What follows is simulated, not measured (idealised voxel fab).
process module | voxel self aligned contacts
cross-section cut | 235 nm wide | cells 5 nm
A cross-section is a grid of square cells, given in bands from the top down. A band is one or more rows of cells.
Each band's line starts with the height of the band's top and of its bottom, in nm. Then come its materials from left to right, each with its width in nm. One material with "throughout" fills the band from edge to edge. "air" is empty space.
Height 0 is the level under which the wafer as received is all one material. The lowest band goes on downwards, as in "0 down".
A width such as "30 to 40" changes by the same amount from each row of cells to the next, from the band's top row to its bottom row.
"no change" after a step means that no cell of the cross-section changed.
closed voids: empty space of 8 cells or more with no open way to the top, each as width x height at its distance from the left edge, in nm
after a step's settings: what the simulator itself notes on the step
overlay nm, on a step with a mask: how far to the right of its planned place the mask lay; to the left if negative
plan
1 op RECEIVE | material Si
2 op OXIDIZE | depth nm 5
3 op DIRECTIONAL_DEP | material polySi | thk nm 20
4 op DIRECTIONAL_DEP | material SiN | thk nm 15
5 op DIRECTIONAL_DEP | material aC | thk nm 15
6 op PATTERN | tone cover | mask id GATE | material resist | width nm 35 | pitch nm 60 | thk nm 30 | overlay nm 0
7 op DIRECTIONAL_ETCH | etch materials aC | depth nm 15
8 op STRIP | etch materials resist
9 op DIRECTIONAL_ETCH | etch materials SiN | depth nm 15
10 op DIRECTIONAL_ETCH | etch materials polySi | depth nm 20
11 op STRIP | etch materials aC
12 op CONFORMAL_DEP | material SiN | thk nm 5
13 op DIRECTIONAL_ETCH | etch materials SiN | depth nm 5
14 op FILL_DEP | material SiO2 | thk nm 10
15 op CMP | height nm 40
16 op DIRECTIONAL_DEP | material aC | thk nm 10
17 op PATTERN | tone open | mask id CONTACT | material resist | width nm 35 | thk nm 30 | overlay nm 0
18 op DIRECTIONAL_ETCH | etch materials aC | depth nm 10
19 op STRIP | etch materials resist
20 op DIRECTIONAL_ETCH | etch materials SiO2 | depth nm 45
21 op STRIP | etch materials aC
22 op CONFORMAL_DEP | material TiN | thk nm 5
23 op FILL_DEP | material Ru | thk nm 10
24 op CMP | height nm 40
25 op CONFORMAL_DEP | material SiN | thk nm 5
first wafer, as planned
as received, after step 1
  0 down: Si throughout
  closed voids: none
after step 2
  0 to -5: SiO2 throughout
  below -5: unchanged
after step 3
  20 to 0: polySi throughout
  below 0: unchanged
after step 4
  35 to 20: SiN throughout
  below 20: unchanged
after step 5
  50 to 35: aC throughout
  below 35: unchanged
after step 6
  80 to 50: air 70 | resist 35 | air 25 | resist 35 | air 70
  below 50: unchanged
after step 7
  65 to 50: air 70 | resist 35 | air 25 | resist 35 | air 70
  50 to 35: air 70 | aC 35 | air 25 | aC 35 | air 70
  below 35: unchanged
after step 8
  50 to 35: air 70 | aC 35 | air 25 | aC 35 | air 70
  below 35: unchanged
after step 9
  50 to 35: air 70 | aC 35 | air 25 | aC 35 | air 70
  35 to 20: air 70 | SiN 35 | air 25 | SiN 35 | air 70
  below 20: unchanged
after step 10
  50 to 35: air 70 | aC 35 | air 25 | aC 35 | air 70
  35 to 20: air 70 | SiN 35 | air 25 | SiN 35 | air 70
  20 to 0: air 70 | polySi 35 | air 25 | polySi 35 | air 70
  below 0: unchanged
after step 11
  35 to 20: air 70 | SiN 35 | air 25 | SiN 35 | air 70
  below 20: unchanged
after step 12
  40 to 20: air 65 | SiN 45 | air 15 | SiN 45 | air 65
  20 to 5: air 65 | SiN 5 | polySi 35 | SiN 5 | air 15 | SiN 5 | polySi 35 | SiN 5 | air 65
  5 to 0: SiN 70 | polySi 35 | SiN 25 | polySi 35 | SiN 70
  below 0: unchanged
after step 13
  35 to 20: air 65 | SiN 45 | air 15 | SiN 45 | air 65
  20 to 0: air 65 | SiN 5 | polySi 35 | SiN 5 | air 15 | SiN 5 | polySi 35 | SiN 5 | air 65
  below 0: unchanged
after step 14
  45 to 35: SiO2 throughout
  35 to 20: SiO2 65 | SiN 45 | SiO2 15 | SiN 45 | SiO2 65
  20 to 0: SiO2 65 | SiN 5 | polySi 35 | SiN 5 | SiO2 15 | SiN 5 | polySi 35 | SiN 5 | SiO2 65
  below 0: unchanged
after step 15
  40 to 35: SiO2 throughout
  below 35: unchanged
after step 16
  50 to 40: aC throughout
  below 40: unchanged
after step 17
  80 to 50: resist 100 | air 35 | resist 100
  below 50: unchanged
after step 18
  70 to 50: resist 100 | air 35 | resist 100
  50 to 40: aC 100 | air 35 | aC 100
  below 40: unchanged
after step 19
  50 to 40: aC 100 | air 35 | aC 100
  below 40: unchanged
after step 20
  50 to 40: aC 100 | air 35 | aC 100
  40 to 35: SiO2 100 | air 35 | SiO2 100
  35 to 20: SiO2 65 | SiN 45 | air 15 | SiN 45 | SiO2 65
  20 to 0: SiO2 65 | SiN 5 | polySi 35 | SiN 5 | air 15 | SiN 5 | polySi 35 | SiN 5 | SiO2 65
  0 to -5: SiO2 110 | air 15 | SiO2 110
  below -5: unchanged
after step 21
  40 to 35: SiO2 100 | air 35 | SiO2 100
  below 35: unchanged
after step 22
  45 to 40: TiN 105 | air 25 | TiN 105
  40 to 35: SiO2 100 | TiN 15 | air 5 | TiN 15 | SiO2 100
  35 to 20: SiO2 65 | SiN 45 | TiN 5 | air 5 | TiN 5 | SiN 45 | SiO2 65
  20 to 0: SiO2 65 | SiN 5 | polySi 35 | SiN 5 | TiN 5 | air 5 | TiN 5 | SiN 5 | polySi 35 | SiN 5 | SiO2 65
  0 to -5: SiO2 110 | TiN 15 | SiO2 110
  below -5: unchanged
after step 23
  55 to 45: Ru throughout
  45 to 40: TiN 105 | Ru 25 | TiN 105
  40 to 35: SiO2 100 | TiN 15 | Ru 5 | TiN 15 | SiO2 100
  35 to 20: SiO2 65 | SiN 45 | TiN 5 | Ru 5 | TiN 5 | SiN 45 | SiO2 65
  20 to 0: SiO2 65 | SiN 5 | polySi 35 | SiN 5 | TiN 5 | Ru 5 | TiN 5 | SiN 5 | polySi 35 | SiN 5 | SiO2 65
  below 0: unchanged
after step 24
  40 to 35: SiO2 100 | TiN 15 | Ru 5 | TiN 15 | SiO2 100
  below 35: unchanged
after step 25
  45 to 40: SiN throughout
  below 40: unchanged
second wafer: like start, like plan, one mistake. Through step 3 it matches the first wafer
when step 4 should have ended
  50 to 20: SiN throughout
  below 20: unchanged
when step 5 should have ended
  65 to 50: aC throughout
  below 50: unchanged
when step 6 should have ended
  95 to 65: air 70 | resist 35 | air 25 | resist 35 | air 70
  below 65: unchanged
when step 7 should have ended
  80 to 65: air 70 | resist 35 | air 25 | resist 35 | air 70
  65 to 50: air 70 | aC 35 | air 25 | aC 35 | air 70
  below 50: unchanged
when step 8 should have ended
  65 to 50: air 70 | aC 35 | air 25 | aC 35 | air 70
  below 50: unchanged
when step 9 should have ended
  65 to 50: air 70 | aC 35 | air 25 | aC 35 | air 70
  50 to 35: air 70 | SiN 35 | air 25 | SiN 35 | air 70
  below 35: unchanged
when step 10 should have ended: no change
when step 11 should have ended
  50 to 35: air 70 | SiN 35 | air 25 | SiN 35 | air 70
  below 35: unchanged
when step 12 should have ended
  55 to 40: air 65 | SiN 45 | air 15 | SiN 45 | air 65
  40 to 20: SiN throughout
  below 20: unchanged
when step 13 should have ended
  50 to 35: air 65 | SiN 45 | air 15 | SiN 45 | air 65
  below 35: unchanged
when step 14 should have ended
  60 to 50: SiO2 throughout
  50 to 35: SiO2 65 | SiN 45 | SiO2 15 | SiN 45 | SiO2 65
  below 35: unchanged
when step 15 should have ended
  40 to 35: SiO2 65 | SiN 45 | SiO2 15 | SiN 45 | SiO2 65
  below 35: unchanged
when step 16 should have ended
  50 to 40: aC throughout
  below 40: unchanged
when step 17 should have ended
  80 to 50: resist 100 | air 35 | resist 100
  below 50: unchanged
when step 18 should have ended
  70 to 50: resist 100 | air 35 | resist 100
  50 to 40: aC 100 | air 35 | aC 100
  below 40: unchanged
when step 19 should have ended
  50 to 40: aC 100 | air 35 | aC 100
  below 40: unchanged
when step 20 should have ended
  50 to 40: aC 100 | air 35 | aC 100
  40 to 35: SiO2 65 | SiN 45 | air 15 | SiN 45 | SiO2 65
  below 35: unchanged
when step 21 should have ended
  40 to 35: SiO2 65 | SiN 45 | air 15 | SiN 45 | SiO2 65
  below 35: unchanged
when step 22 should have ended
  45 to 40: TiN 115 | air 5 | TiN 115
  40 to 35: SiO2 65 | SiN 45 | TiN 15 | SiN 45 | SiO2 65
  below 35: unchanged
when step 23 should have ended
  55 to 45: Ru throughout
  45 to 40: TiN 115 | Ru 5 | TiN 115
  below 40: unchanged
when step 24 should have ended
  40 to 35: SiO2 65 | SiN 45 | TiN 15 | SiN 45 | SiO2 65
  below 35: unchanged
when step 25 should have ended
  45 to 40: SiN throughout
  below 40: unchanged
what went wrong: step 4 was run twice
at the end the second wafer has, in cells: 8 fewer of Ru | 89 more of SiN | 193 fewer of SiO2 | 20 fewer of TiN | 132 more of polySi
